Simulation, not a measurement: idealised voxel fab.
Module name: voxel self aligned vias (process module)
The cross-section on display is named cut; it measures 210 nm wide, and its cells are 5 nm squares.
If you're reading a cross-section in this doc, picture square cells in a grid; it comes to you as bands, top ones listed first down to the bottom, and a band can be one or more rows of cells. Top height, bottom height, nm. Materials left to right, width each, nm. Single material + "full width" = fills band edge to edge. "blank" = empty. The level at which height equals 0 is the one under which the wafer, as it arrives, is entirely one material. No lower edge exists for the bottom band, which continues downward and is notated as in "0 down". When a width is written as two numbers, as in "30 to 40", the first number is the width in the top row of cells of the band and the second is the width in its bottom row, and the width changes by the same amount from each row to the next. "no change occurred" (step): cross-section cells unchanged, all of them. Under "Unvented internal voids" you'll find the enclosed gaps, the ones with no way out to the top, that are 8 cells or bigger; each reads width x height at distance, with distance counted from the left edge, everything in nm. Post-settings text on a step line: simulator's own remark regarding the step. The line of a step may include "overlay nm". On a step with a mask, this value is how far to the right of its planned place the mask lay. A negative value means the mask lay to the left. Note: before/after cross-section pairs follow, one process step per pair, after-side truncated at the lowest changed band, step and settings given beneath. Different runs of this module on the same starting wafer may supply the pairs; a pair continues the one above only where the "Pre-step cross-section" entry says so.
Pre-step cross-section
* 0 down  Si full width
* Unvented internal voids: none
Cross-Section Thereafter
* 15 to 0  SiO2 full width
* For the remainder of the cross-section, below 0, there is no change.
* Unvented internal voids: none
What was done to get from the upper cross-section to the lower one? op CONFORMAL_DEP | material SiO2 | thk nm 15
Pre-step cross-section: the after view from the pair directly above serves as the before view here.
Cross-Section Thereafter
* 20 to 15  SiCN full width
* For the remainder of the cross-section, below 15, there is no change.
* Unvented internal voids: none
What was done to get from the upper cross-section to the lower one? op CONFORMAL_DEP | material SiCN | thk nm 5
Pre-step cross-section: the after view from the pair directly above serves as the before view here.
Cross-Section Thereafter
* 45 to 20  lowk full width
* For the remainder of the cross-section, below 20, there is no change.
* Unvented internal voids: none
What was done to get from the upper cross-section to the lower one? op DIRECTIONAL_DEP | material lowk | thk nm 25
Pre-step cross-section: the after view from the pair directly above serves as the before view here.
Cross-Section Thereafter
* 65 to 45  resist 40  blank 25  resist 25  blank 25  resist 25  blank 25  resist 45
* For the remainder of the cross-section, below 45, there is no change.
* Unvented internal voids: none
What was done to get from the upper cross-section to the lower one? op PATTERN | tone open | mask id LINES | material resist | width nm 25 | pitch nm 50 | thk nm 20 | overlay nm 0
Pre-step cross-section: the after view from the pair directly above serves as the before view here.
Cross-Section Thereafter
* 65 to 45  resist 40  blank 25  resist 25  blank 25  resist 25  blank 25  resist 45
* 45 to 20  lowk 40  blank 25  lowk 25  blank 25  lowk 25  blank 25  lowk 45
* For the remainder of the cross-section, below 20, there is no change.
* Unvented internal voids: none
What was done to get from the upper cross-section to the lower one? op DIRECTIONAL_ETCH | etch materials lowk | depth nm 25
Pre-step cross-section: the after view from the pair directly above serves as the before view here.
Cross-Section Thereafter
* 45 to 20  lowk 40  blank 25  lowk 25  blank 25  lowk 25  blank 25  lowk 45
* For the remainder of the cross-section, below 20, there is no change.
* Unvented internal voids: none
What was done to get from the upper cross-section to the lower one? op STRIP | etch materials resist
Pre-step cross-section: the after view from the pair directly above serves as the before view here.
Cross-Section Thereafter
* 50 to 45  TiN 45  blank 15  TiN 35  blank 15  TiN 35  blank 15  TiN 50
* 45 to 25  lowk 40  TiN 5  blank 15  TiN 5  lowk 25  TiN 5  blank 15  TiN 5  lowk 25  TiN 5  blank 15  TiN 5  lowk 45
* 25 to 20  lowk 40  TiN 25  lowk 25  TiN 25  lowk 25  TiN 25  lowk 45
* For the remainder of the cross-section, below 20, there is no change.
* Unvented internal voids: none
What was done to get from the upper cross-section to the lower one? op CONFORMAL_DEP | material TiN | thk nm 5
Pre-step cross-section: the after view from the pair directly above serves as the before view here.
Cross-Section Thereafter
* 55 to 50  Ru full width
* 50 to 45  TiN 45  Ru 15  TiN 35  Ru 15  TiN 35  Ru 15  TiN 50
* 45 to 25  lowk 40  TiN 5  Ru 15  TiN 5  lowk 25  TiN 5  Ru 15  TiN 5  lowk 25  TiN 5  Ru 15  TiN 5  lowk 45
* For the remainder of the cross-section, below 25, there is no change.
* Unvented internal voids: none
What was done to get from the upper cross-section to the lower one? op FILL_DEP | material Ru | thk nm 5
Pre-step cross-section: the after view from the pair directly above serves as the before view here.
Cross-Section Thereafter
* 45 to 25  lowk 40  TiN 5  Ru 15  TiN 5  lowk 25  TiN 5  Ru 15  TiN 5  lowk 25  TiN 5  Ru 15  TiN 5  lowk 45
* For the remainder of the cross-section, below 25, there is no change.
* Unvented internal voids: none
What was done to get from the upper cross-section to the lower one? op CMP | height nm 45
Pre-step cross-section: the after view from the pair directly above serves as the before view here.
Cross-Section Thereafter
* 45 to 40  lowk 40  blank 25  lowk 25  blank 25  lowk 25  blank 25  lowk 45
* For the remainder of the cross-section, below 40, there is no change.
* Unvented internal voids: none
What was done to get from the upper cross-section to the lower one? op SELECTIVE_ETCH | etch materials W Ru TiN | depth nm 5
Pre-step cross-section: the after view from the pair directly above serves as the before view here.
Cross-Section Thereafter
* 55 to 45  SiN full width
* 45 to 40  lowk 40  SiN 25  lowk 25  SiN 25  lowk 25  SiN 25  lowk 45
* For the remainder of the cross-section, below 40, there is no change.
* Unvented internal voids: none
What was done to get from the upper cross-section to the lower one? op FILL_DEP | material SiN | thk nm 10
Pre-step cross-section: the after view from the pair directly above serves as the before view here.
Cross-Section Thereafter
* 45 to 40  lowk 40  SiN 25  lowk 25  SiN 25  lowk 25  SiN 25  lowk 45
* For the remainder of the cross-section, below 40, there is no change.
* Unvented internal voids: none
What was done to get from the upper cross-section to the lower one? op CMP | height nm 45
Pre-step cross-section: the after view from the pair directly above serves as the before view here.
Cross-Section Thereafter
* 60 to 45  lowk full width
* For the remainder of the cross-section, below 45, there is no change.
* Unvented internal voids: none
What was done to get from the upper cross-section to the lower one? op DIRECTIONAL_DEP | material lowk | thk nm 15
Pre-step cross-section: the after view from the pair directly above serves as the before view here.
Cross-Section Thereafter
* 80 to 60  resist 35  blank 35  resist 65  blank 35  resist 40
* For the remainder of the cross-section, below 60, there is no change.
* Unvented internal voids: none
What was done to get from the upper cross-section to the lower one? op PATTERN | tone open | mask id VIAS | material resist | width nm 35 | pitch nm 100 | thk nm 20 | overlay nm 0
Pre-step cross-section: the after view from the pair directly above serves as the before view here.
Cross-Section Thereafter
* 80 to 60  resist 35  blank 35  resist 65  blank 35  resist 40
* 60 to 45  lowk 35  blank 35  lowk 65  blank 35  lowk 40
* For the remainder of the cross-section, below 45, there is no change.
* Unvented internal voids: none
What was done to get from the upper cross-section to the lower one? op DIRECTIONAL_ETCH | etch materials lowk | depth nm 15
Pre-step cross-section: the after view from the pair directly above serves as the before view here.
Cross-Section Thereafter
* 80 to 60  resist 35  blank 35  resist 65  blank 35  resist 40
* 60 to 45  lowk 35  blank 35  lowk 65  blank 35  lowk 40
* 45 to 40  lowk 40  blank 25  lowk 25  SiN 25  lowk 25  blank 25  lowk 45
* For the remainder of the cross-section, below 40, there is no change.
* Unvented internal voids: none
What was done to get from the upper cross-section to the lower one? op DIRECTIONAL_ETCH | etch materials SiN | depth nm 5
Pre-step cross-section: the after view from the pair directly above serves as the before view here.
Cross-Section Thereafter
* 60 to 45  lowk 35  blank 35  lowk 65  blank 35  lowk 40
* For the remainder of the cross-section, below 45, there is no change.
* Unvented internal voids: none
What was done to get from the upper cross-section to the lower one? op STRIP | etch materials resist
Pre-step cross-section: the after view from the pair directly above serves as the before view here.
Cross-Section Thereafter
* 65 to 60  TiN 40  blank 25  TiN 75  blank 25  TiN 45
* 60 to 50  lowk 35  TiN 5  blank 25  TiN 5  lowk 65  TiN 5  blank 25  TiN 5  lowk 40
* 50 to 45  lowk 35  TiN 10  blank 15  TiN 10  lowk 65  TiN 10  blank 15  TiN 10  lowk 40
* 45 to 40  lowk 40  TiN 25  lowk 25  SiN 25  lowk 25  TiN 25  lowk 45
* For the remainder of the cross-section, below 40, there is no change.
* Unvented internal voids: none
What was done to get from the upper cross-section to the lower one? op CONFORMAL_DEP | material TiN | thk nm 5
Pre-step cross-section: the after view from the pair directly above serves as the before view here.
Cross-Section Thereafter
* 70 to 65  Ru full width
* 65 to 60  TiN 40  Ru 25  TiN 75  Ru 25  TiN 45
* 60 to 50  lowk 35  TiN 5  Ru 25  TiN 5  lowk 65  TiN 5  Ru 25  TiN 5  lowk 40
* 50 to 45  lowk 35  TiN 10  Ru 15  TiN 10  lowk 65  TiN 10  Ru 15  TiN 10  lowk 40
* For the remainder of the cross-section, below 45, there is no change.
* Unvented internal voids: none
What was done to get from the upper cross-section to the lower one? op FILL_DEP | material Ru | thk nm 5
Pre-step cross-section: the after view from the pair directly above serves as the before view here.
Cross-Section Thereafter
* 60 to 50  lowk 35  TiN 5  Ru 25  TiN 5  lowk 65  TiN 5  Ru 25  TiN 5  lowk 40
* For the remainder of the cross-section, below 50, there is no change.
* Unvented internal voids: none
What was done to get from the upper cross-section to the lower one? op CMP | height nm 60
Pre-step cross-section: the after view from the pair directly above serves as the before view here.
Cross-Section Thereafter
* 65 to 60  SiN full width
* For the remainder of the cross-section, below 60, there is no change.
* Unvented internal voids: none
What was done to get from the upper cross-section to the lower one? op CONFORMAL_DEP | material SiN | thk nm 5
Pre-step cross-section
* 15 to 0  SiO2 full width
* 0 down  Si full width
* Unvented internal voids: none
Cross-Section Thereafter
* 40 to 15  lowk full width
* For the remainder of the cross-section, below 15, there is no change.
* Unvented internal voids: none
What was done to get from the upper cross-section to the lower one? op DIRECTIONAL_DEP | material lowk | thk nm 25
Pre-step cross-section: the after view from the pair directly above serves as the before view here.
Cross-Section Thereafter
* 60 to 40  resist 40  blank 25  resist 25  blank 25  resist 25  blank 25  resist 45
* For the remainder of the cross-section, below 40, there is no change.
* Unvented internal voids: none
What was done to get from the upper cross-section to the lower one? op PATTERN | tone open | mask id LINES | material resist | width nm 25 | pitch nm 50 | thk nm 20 | overlay nm 0
Pre-step cross-section: the after view from the pair directly above serves as the before view here.
Cross-Section Thereafter
* 60 to 40  resist 40  blank 25  resist 25  blank 25  resist 25  blank 25  resist 45
* 40 to 15  lowk 40  blank 25  lowk 25  blank 25  lowk 25  blank 25  lowk 45
* For the remainder of the cross-section, below 15, there is no change.
* Unvented internal voids: none
What was done to get from the upper cross-section to the lower one? op DIRECTIONAL_ETCH | etch materials lowk | depth nm 25
Pre-step cross-section: the after view from the pair directly above serves as the before view here.
Cross-Section Thereafter
* 40 to 15  lowk 40  blank 25  lowk 25  blank 25  lowk 25  blank 25  lowk 45
* For the remainder of the cross-section, below 15, there is no change.
* Unvented internal voids: none
What was done to get from the upper cross-section to the lower one? op STRIP | etch materials resist
Pre-step cross-section: the after view from the pair directly above serves as the before view here.
Cross-Section Thereafter
* 45 to 40  TiN 45  blank 15  TiN 35  blank 15  TiN 35  blank 15  TiN 50
* 40 to 20  lowk 40  TiN 5  blank 15  TiN 5  lowk 25  TiN 5  blank 15  TiN 5  lowk 25  TiN 5  blank 15  TiN 5  lowk 45
* 20 to 15  lowk 40  TiN 25  lowk 25  TiN 25  lowk 25  TiN 25  lowk 45
* For the remainder of the cross-section, below 15, there is no change.
* Unvented internal voids: none
What was done to get from the upper cross-section to the lower one? op CONFORMAL_DEP | material TiN | thk nm 5
Pre-step cross-section: the after view from the pair directly above serves as the before view here.
Cross-Section Thereafter
* 50 to 45  Ru full width
* 45 to 40  TiN 45  Ru 15  TiN 35  Ru 15  TiN 35  Ru 15  TiN 50
* 40 to 20  lowk 40  TiN 5  Ru 15  TiN 5  lowk 25  TiN 5  Ru 15  TiN 5  lowk 25  TiN 5  Ru 15  TiN 5  lowk 45
* For the remainder of the cross-section, below 20, there is no change.
* Unvented internal voids: none
What was done to get from the upper cross-section to the lower one? op FILL_DEP | material Ru | thk nm 5
Pre-step cross-section: the after view from the pair directly above serves as the before view here.
Cross-Section Thereafter
* 45 to 40  TiN 45  Ru 15  TiN 35  Ru 15  TiN 35  Ru 15  TiN 50
* For the remainder of the cross-section, below 40, there is no change.
* Unvented internal voids: none
What was done to get from the upper cross-section to the lower one? op CMP | height nm 45
Pre-step cross-section: the after view from the pair directly above serves as the before view here.
Cross-Section Thereafter
* 40 to 20  lowk 40  TiN 5  Ru 15  TiN 5  lowk 25  TiN 5  Ru 15  TiN 5  lowk 25  TiN 5  Ru 15  TiN 5  lowk 45
* For the remainder of the cross-section, below 20, there is no change.
* Unvented internal voids: none
What was done to get from the upper cross-section to the lower one? op SELECTIVE_ETCH | etch materials W Ru TiN | depth nm 5
Pre-step cross-section: the after view from the pair directly above serves as the before view here.
Cross-Section Thereafter
* 50 to 40  SiN full width
* For the remainder of the cross-section, below 40, there is no change.
* Unvented internal voids: none
What was done to get from the upper cross-section to the lower one? op FILL_DEP | material SiN | thk nm 10
Pre-step cross-section: the after view from the pair directly above serves as the before view here.
Cross-Section Thereafter
* 45 to 40  SiN full width
* For the remainder of the cross-section, below 40, there is no change.
* Unvented internal voids: none
What was done to get from the upper cross-section to the lower one? op CMP | height nm 45
Pre-step cross-section: the after view from the pair directly above serves as the before view here.
Cross-Section Thereafter
* 60 to 45  lowk full width
* For the remainder of the cross-section, below 45, there is no change.
* Unvented internal voids: none
What was done to get from the upper cross-section to the lower one? op DIRECTIONAL_DEP | material lowk | thk nm 15
Pre-step cross-section: the after view from the pair directly above serves as the before view here.
Cross-Section Thereafter
* 80 to 60  resist 35  blank 35  resist 65  blank 35  resist 40
* For the remainder of the cross-section, below 60, there is no change.
* Unvented internal voids: none
What was done to get from the upper cross-section to the lower one? op PATTERN | tone open | mask id VIAS | material resist | width nm 35 | pitch nm 100 | thk nm 20 | overlay nm 0
Pre-step cross-section: the after view from the pair directly above serves as the before view here.
Cross-Section Thereafter
* 80 to 60  resist 35  blank 35  resist 65  blank 35  resist 40
* 60 to 45  lowk 35  blank 35  lowk 65  blank 35  lowk 40
* For the remainder of the cross-section, below 45, there is no change.
* Unvented internal voids: none
What was done to get from the upper cross-section to the lower one? op DIRECTIONAL_ETCH | etch materials lowk | depth nm 15
Pre-step cross-section: the after view from the pair directly above serves as the before view here.
Cross-Section Thereafter
* 80 to 60  resist 35  blank 35  resist 65  blank 35  resist 40
* 60 to 45  lowk 35  blank 35  lowk 65  blank 35  lowk 40
* 45 to 40  SiN 35  blank 35  SiN 65  blank 35  SiN 40
* For the remainder of the cross-section, below 40, there is no change.
* Unvented internal voids: none
What was done to get from the upper cross-section to the lower one? op DIRECTIONAL_ETCH | etch materials SiN | depth nm 5
Pre-step cross-section: the after view from the pair directly above serves as the before view here.
Cross-Section Thereafter
* 60 to 45  lowk 35  blank 35  lowk 65  blank 35  lowk 40
* For the remainder of the cross-section, below 45, there is no change.
* Unvented internal voids: none
What was done to get from the upper cross-section to the lower one? op STRIP | etch materials resist
Pre-step cross-section: the after view from the pair directly above serves as the before view here.
Cross-Section Thereafter
* 65 to 60  TiN 40  blank 25  TiN 75  blank 25  TiN 45
* 60 to 45  lowk 35  TiN 5  blank 25  TiN 5  lowk 65  TiN 5  blank 25  TiN 5  lowk 40
* 45 to 40  SiN 35  TiN 35  SiN 65  TiN 35  SiN 40
* For the remainder of the cross-section, below 40, there is no change.
* Unvented internal voids: none
What was done to get from the upper cross-section to the lower one? op CONFORMAL_DEP | material TiN | thk nm 5
Pre-step cross-section: the after view from the pair directly above serves as the before view here.
Cross-Section Thereafter
* 70 to 65  Ru full width
* 65 to 60  TiN 40  Ru 25  TiN 75  Ru 25  TiN 45
* 60 to 45  lowk 35  TiN 5  Ru 25  TiN 5  lowk 65  TiN 5  Ru 25  TiN 5  lowk 40
* For the remainder of the cross-section, below 45, there is no change.
* Unvented internal voids: none
What was done to get from the upper cross-section to the lower one? op FILL_DEP | material Ru | thk nm 5
Pre-step cross-section: the after view from the pair directly above serves as the before view here.
Cross-Section Thereafter
* 60 to 45  lowk 35  TiN 5  Ru 25  TiN 5  lowk 65  TiN 5  Ru 25  TiN 5  lowk 40
* For the remainder of the cross-section, below 45, there is no change.
* Unvented internal voids: none
What was done to get from the upper cross-section to the lower one? op CMP | height nm 60
Pre-step cross-section: the after view from the pair directly above serves as the before view here.
Cross-Section Thereafter
* 65 to 60  SiN full width
* For the remainder of the cross-section, below 60, there is no change.
* Unvented internal voids: none
What was done to get from the upper cross-section to the lower one? op CONFORMAL_DEP | material SiN | thk nm 5
Pre-step cross-section
* 15 to 0  SiO2 full width
* 0 down  Si full width
* Unvented internal voids: none
Cross-Section Thereafter
* 30 to 0  SiO2 full width
* For the remainder of the cross-section, below 0, there is no change.
* Unvented internal voids: none
What was done to get from the upper cross-section to the lower one? op CONFORMAL_DEP | material SiO2 | thk nm 15
Pre-step cross-section: the after view from the pair directly above serves as the before view here.
Cross-Section Thereafter
* 35 to 30  SiCN full width
* For the remainder of the cross-section, below 30, there is no change.
* Unvented internal voids: none
What was done to get from the upper cross-section to the lower one? op CONFORMAL_DEP | material SiCN | thk nm 5
Pre-step cross-section: the after view from the pair directly above serves as the before view here.
Cross-Section Thereafter
* 60 to 35  lowk full width
* For the remainder of the cross-section, below 35, there is no change.
* Unvented internal voids: none
What was done to get from the upper cross-section to the lower one? op DIRECTIONAL_DEP | material lowk | thk nm 25
Pre-step cross-section: the after view from the pair directly above serves as the before view here.
Cross-Section Thereafter
* 80 to 60  resist 40  blank 25  resist 25  blank 25  resist 25  blank 25  resist 45
* For the remainder of the cross-section, below 60, there is no change.
* Unvented internal voids: none
What was done to get from the upper cross-section to the lower one? op PATTERN | tone open | mask id LINES | material resist | width nm 25 | pitch nm 50 | thk nm 20 | overlay nm 0
Pre-step cross-section: the after view from the pair directly above serves as the before view here.
Cross-Section Thereafter
* 80 to 60  resist 40  blank 25  resist 25  blank 25  resist 25  blank 25  resist 45
* 60 to 35  lowk 40  blank 25  lowk 25  blank 25  lowk 25  blank 25  lowk 45
* For the remainder of the cross-section, below 35, there is no change.
* Unvented internal voids: none
What was done to get from the upper cross-section to the lower one? op DIRECTIONAL_ETCH | etch materials lowk | depth nm 25
Pre-step cross-section: the after view from the pair directly above serves as the before view here.
Cross-Section Thereafter
* 60 to 35  lowk 40  blank 25  lowk 25  blank 25  lowk 25  blank 25  lowk 45
* For the remainder of the cross-section, below 35, there is no change.
* Unvented internal voids: none
What was done to get from the upper cross-section to the lower one? op STRIP | etch materials resist
Pre-step cross-section: the after view from the pair directly above serves as the before view here.
Cross-Section Thereafter
* 65 to 60  TiN 45  blank 15  TiN 35  blank 15  TiN 35  blank 15  TiN 50
* 60 to 40  lowk 40  TiN 5  blank 15  TiN 5  lowk 25  TiN 5  blank 15  TiN 5  lowk 25  TiN 5  blank 15  TiN 5  lowk 45
* 40 to 35  lowk 40  TiN 25  lowk 25  TiN 25  lowk 25  TiN 25  lowk 45
* For the remainder of the cross-section, below 35, there is no change.
* Unvented internal voids: none
What was done to get from the upper cross-section to the lower one? op CONFORMAL_DEP | material TiN | thk nm 5
Pre-step cross-section: the after view from the pair directly above serves as the before view here.
Cross-Section Thereafter
* 70 to 65  Ru full width
* 65 to 60  TiN 45  Ru 15  TiN 35  Ru 15  TiN 35  Ru 15  TiN 50
* 60 to 40  lowk 40  TiN 5  Ru 15  TiN 5  lowk 25  TiN 5  Ru 15  TiN 5  lowk 25  TiN 5  Ru 15  TiN 5  lowk 45
* For the remainder of the cross-section, below 40, there is no change.
* Unvented internal voids: none
What was done to get from the upper cross-section to the lower one? op FILL_DEP | material Ru | thk nm 5
Pre-step cross-section: the after view from the pair directly above serves as the before view here.
Cross-Section Thereafter
* 45 to 40  lowk 40  TiN 5  Ru 15  TiN 5  lowk 25  TiN 5  Ru 15  TiN 5  lowk 25  TiN 5  Ru 15  TiN 5  lowk 45
* For the remainder of the cross-section, below 40, there is no change.
* Unvented internal voids: none
What was done to get from the upper cross-section to the lower one? op CMP | height nm 45
Pre-step cross-section: the after view from the pair directly above serves as the before view here.
Cross-Section Thereafter
* 45 to 40  lowk 40  blank 25  lowk 25  blank 25  lowk 25  blank 25  lowk 45
* For the remainder of the cross-section, below 40, there is no change.
* Unvented internal voids: none
What was done to get from the upper cross-section to the lower one? op SELECTIVE_ETCH | etch materials W Ru TiN | depth nm 5
Pre-step cross-section: the after view from the pair directly above serves as the before view here.
Cross-Section Thereafter
* 55 to 45  SiN full width
* 45 to 40  lowk 40  SiN 25  lowk 25  SiN 25  lowk 25  SiN 25  lowk 45
* For the remainder of the cross-section, below 40, there is no change.
* Unvented internal voids: none
What was done to get from the upper cross-section to the lower one? op FILL_DEP | material SiN | thk nm 10
Pre-step cross-section: the after view from the pair directly above serves as the before view here.
Cross-Section Thereafter
* 45 to 40  lowk 40  SiN 25  lowk 25  SiN 25  lowk 25  SiN 25  lowk 45
* For the remainder of the cross-section, below 40, there is no change.
* Unvented internal voids: none
What was done to get from the upper cross-section to the lower one? op CMP | height nm 45
Pre-step cross-section: the after view from the pair directly above serves as the before view here.
Cross-Section Thereafter
* 60 to 45  lowk full width
* For the remainder of the cross-section, below 45, there is no change.
* Unvented internal voids: none
What was done to get from the upper cross-section to the lower one? op DIRECTIONAL_DEP | material lowk | thk nm 15
Pre-step cross-section: the after view from the pair directly above serves as the before view here.
Cross-Section Thereafter
* 80 to 60  resist 35  blank 35  resist 65  blank 35  resist 40
* For the remainder of the cross-section, below 60, there is no change.
* Unvented internal voids: none
What was done to get from the upper cross-section to the lower one? op PATTERN | tone open | mask id VIAS | material resist | width nm 35 | pitch nm 100 | thk nm 20 | overlay nm 0
Pre-step cross-section: the after view from the pair directly above serves as the before view here.
Cross-Section Thereafter
* 80 to 60  resist 35  blank 35  resist 65  blank 35  resist 40
* 60 to 45  lowk 35  blank 35  lowk 65  blank 35  lowk 40
* For the remainder of the cross-section, below 45, there is no change.
* Unvented internal voids: none
What was done to get from the upper cross-section to the lower one? op DIRECTIONAL_ETCH | etch materials lowk | depth nm 15
Pre-step cross-section: the after view from the pair directly above serves as the before view here.
Cross-Section Thereafter
* 80 to 60  resist 35  blank 35  resist 65  blank 35  resist 40
* 60 to 45  lowk 35  blank 35  lowk 65  blank 35  lowk 40
* 45 to 40  lowk 40  blank 25  lowk 25  SiN 25  lowk 25  blank 25  lowk 45
* For the remainder of the cross-section, below 40, there is no change.
* Unvented internal voids: none
What was done to get from the upper cross-section to the lower one? op DIRECTIONAL_ETCH | etch materials SiN | depth nm 5
Pre-step cross-section: the after view from the pair directly above serves as the before view here.
Cross-Section Thereafter
* 60 to 45  lowk 35  blank 35  lowk 65  blank 35  lowk 40
* For the remainder of the cross-section, below 45, there is no change.
* Unvented internal voids: none
What was done to get from the upper cross-section to the lower one? op STRIP | etch materials resist
Pre-step cross-section: the after view from the pair directly above serves as the before view here.
Cross-Section Thereafter
* 65 to 60  TiN 40  blank 25  TiN 75  blank 25  TiN 45
* 60 to 50  lowk 35  TiN 5  blank 25  TiN 5  lowk 65  TiN 5  blank 25  TiN 5  lowk 40
* 50 to 45  lowk 35  TiN 10  blank 15  TiN 10  lowk 65  TiN 10  blank 15  TiN 10  lowk 40
* 45 to 40  lowk 40  TiN 25  lowk 25  SiN 25  lowk 25  TiN 25  lowk 45
* For the remainder of the cross-section, below 40, there is no change.
* Unvented internal voids: none
What was done to get from the upper cross-section to the lower one? op CONFORMAL_DEP | material TiN | thk nm 5
Pre-step cross-section: the after view from the pair directly above serves as the before view here.
Cross-Section Thereafter
* 70 to 65  Ru full width
* 65 to 60  TiN 40  Ru 25  TiN 75  Ru 25  TiN 45
* 60 to 50  lowk 35  TiN 5  Ru 25  TiN 5  lowk 65  TiN 5  Ru 25  TiN 5  lowk 40
* 50 to 45  lowk 35  TiN 10  Ru 15  TiN 10  lowk 65  TiN 10  Ru 15  TiN 10  lowk 40
* For the remainder of the cross-section, below 45, there is no change.
* Unvented internal voids: none
What was done to get from the upper cross-section to the lower one? op FILL_DEP | material Ru | thk nm 5
Pre-step cross-section: the after view from the pair directly above serves as the before view here.
Cross-Section Thereafter
* 60 to 50  lowk 35  TiN 5  Ru 25  TiN 5  lowk 65  TiN 5  Ru 25  TiN 5  lowk 40
* For the remainder of the cross-section, below 50, there is no change.
* Unvented internal voids: none
What was done to get from the upper cross-section to the lower one? op CMP | height nm 60
Pre-step cross-section: the after view from the pair directly above serves as the before view here.
Cross-Section Thereafter
* 65 to 60  SiN full width
* For the remainder of the cross-section, below 60, there is no change.
* Unvented internal voids: none
What was done to get from the upper cross-section to the lower one? op CONFORMAL_DEP | material SiN | thk nm 5
Pre-step cross-section
* 40 to 15  lowk full width
* 15 to 0  SiO2 full width
* 0 down  Si full width
* Unvented internal voids: none
Cross-Section Thereafter
* 45 to 40  SiCN full width
* For the remainder of the cross-section, below 40, there is no change.
* Unvented internal voids: none
What was done to get from the upper cross-section to the lower one? op CONFORMAL_DEP | material SiCN | thk nm 5
Pre-step cross-section: the after view from the pair directly above serves as the before view here.
Cross-Section Thereafter
* 65 to 45  resist 40  blank 25  resist 25  blank 25  resist 25  blank 25  resist 45
* For the remainder of the cross-section, below 45, there is no change.
* Unvented internal voids: none
What was done to get from the upper cross-section to the lower one? op PATTERN | tone open | mask id LINES | material resist | width nm 25 | pitch nm 50 | thk nm 20 | overlay nm 0
Pre-step cross-section: the after view from the pair directly above serves as the before view here.
Cross-Section Thereafter
* 45 to 40  SiCN full width
* For the remainder of the cross-section, below 40, there is no change.
* Unvented internal voids: none
What was done to get from the upper cross-section to the lower one? op STRIP | etch materials resist
Pre-step cross-section: the after view from the pair directly above serves as the before view here.
Cross-Section Thereafter
* 50 to 45  TiN full width
* For the remainder of the cross-section, below 45, there is no change.
* Unvented internal voids: none
What was done to get from the upper cross-section to the lower one? op CONFORMAL_DEP | material TiN | thk nm 5
Pre-step cross-section: the after view from the pair directly above serves as the before view here.
Cross-Section Thereafter
* 55 to 50  Ru full width
* For the remainder of the cross-section, below 50, there is no change.
* Unvented internal voids: none
What was done to get from the upper cross-section to the lower one? op FILL_DEP | material Ru | thk nm 5
Pre-step cross-section: the after view from the pair directly above serves as the before view here.
Cross-Section Thereafter
* 45 to 40  SiCN full width
* For the remainder of the cross-section, below 40, there is no change.
* Unvented internal voids: none
What was done to get from the upper cross-section to the lower one? op CMP | height nm 45
Pre-step cross-section: the after view from the pair directly above serves as the before view here.
Cross-Section Thereafter
* 55 to 45  SiN full width
* For the remainder of the cross-section, below 45, there is no change.
* Unvented internal voids: none
What was done to get from the upper cross-section to the lower one? op FILL_DEP | material SiN | thk nm 10
Pre-step cross-section: the after view from the pair directly above serves as the before view here.
Cross-Section Thereafter
* 45 to 40  SiCN full width
* For the remainder of the cross-section, below 40, there is no change.
* Unvented internal voids: none
What was done to get from the upper cross-section to the lower one? op CMP | height nm 45
Pre-step cross-section: the after view from the pair directly above serves as the before view here.
Cross-Section Thereafter
* 60 to 45  lowk full width
* For the remainder of the cross-section, below 45, there is no change.
* Unvented internal voids: none
What was done to get from the upper cross-section to the lower one? op DIRECTIONAL_DEP | material lowk | thk nm 15
Pre-step cross-section: the after view from the pair directly above serves as the before view here.
Cross-Section Thereafter
* 80 to 60  resist 35  blank 35  resist 65  blank 35  resist 40
* For the remainder of the cross-section, below 60, there is no change.
* Unvented internal voids: none
What was done to get from the upper cross-section to the lower one? op PATTERN | tone open | mask id VIAS | material resist | width nm 35 | pitch nm 100 | thk nm 20 | overlay nm 0
Pre-step cross-section: the after view from the pair directly above serves as the before view here.
Cross-Section Thereafter
* 80 to 60  resist 35  blank 35  resist 65  blank 35  resist 40
* 60 to 45  lowk 35  blank 35  lowk 65  blank 35  lowk 40
* For the remainder of the cross-section, below 45, there is no change.
* Unvented internal voids: none
What was done to get from the upper cross-section to the lower one? op DIRECTIONAL_ETCH | etch materials lowk | depth nm 15
Pre-step cross-section: the after view from the pair directly above serves as the before view here.
Cross-Section Thereafter
* 60 to 45  lowk 35  blank 35  lowk 65  blank 35  lowk 40
* For the remainder of the cross-section, below 45, there is no change.
* Unvented internal voids: none
What was done to get from the upper cross-section to the lower one? op STRIP | etch materials resist
Pre-step cross-section: the after view from the pair directly above serves as the before view here.
Cross-Section Thereafter
* 65 to 60  TiN 40  blank 25  TiN 75  blank 25  TiN 45
* 60 to 50  lowk 35  TiN 5  blank 25  TiN 5  lowk 65  TiN 5  blank 25  TiN 5  lowk 40
* 50 to 45  lowk 35  TiN 35  lowk 65  TiN 35  lowk 40
* For the remainder of the cross-section, below 45, there is no change.
* Unvented internal voids: none
What was done to get from the upper cross-section to the lower one? op CONFORMAL_DEP | material TiN | thk nm 5
Pre-step cross-section: the after view from the pair directly above serves as the before view here.
Cross-Section Thereafter
* 70 to 65  Ru full width
* 65 to 60  TiN 40  Ru 25  TiN 75  Ru 25  TiN 45
* 60 to 50  lowk 35  TiN 5  Ru 25  TiN 5  lowk 65  TiN 5  Ru 25  TiN 5  lowk 40
* For the remainder of the cross-section, below 50, there is no change.
* Unvented internal voids: none
What was done to get from the upper cross-section to the lower one? op FILL_DEP | material Ru | thk nm 5
Pre-step cross-section: the after view from the pair directly above serves as the before view here.
Cross-Section Thereafter
* 60 to 50  lowk 35  TiN 5  Ru 25  TiN 5  lowk 65  TiN 5  Ru 25  TiN 5  lowk 40
* For the remainder of the cross-section, below 50, there is no change.
* Unvented internal voids: none
What was done to get from the upper cross-section to the lower one? op CMP | height nm 60
Pre-step cross-section: the after view from the pair directly above serves as the before view here.
Cross-Section Thereafter
* 65 to 60  SiN full width
* For the remainder of the cross-section, below 60, there is no change.
* Unvented internal voids: none
What was done to get from the upper cross-section to the lower one? op CONFORMAL_DEP | material SiN | thk nm 5
Pre-step cross-section
* 45 to 25  lowk 40  TiN 5  Ru 15  TiN 5  lowk 25  TiN 5  Ru 15  TiN 5  lowk 25  TiN 5  Ru 15  TiN 5  lowk 45
* 25 to 20  lowk 40  TiN 25  lowk 25  TiN 25  lowk 25  TiN 25  lowk 45
* 20 to 15  SiCN full width
* 15 to 0  SiO2 full width
* 0 down  Si full width
* Unvented internal voids: none
Cross-Section Thereafter
* 45 to 30  lowk 40  blank 25  lowk 25  blank 25  lowk 25  blank 25  lowk 45
* For the remainder of the cross-section, below 30, there is no change.
* Unvented internal voids: none
What was done to get from the upper cross-section to the lower one? op SELECTIVE_ETCH | etch materials W Ru TiN | depth nm 15
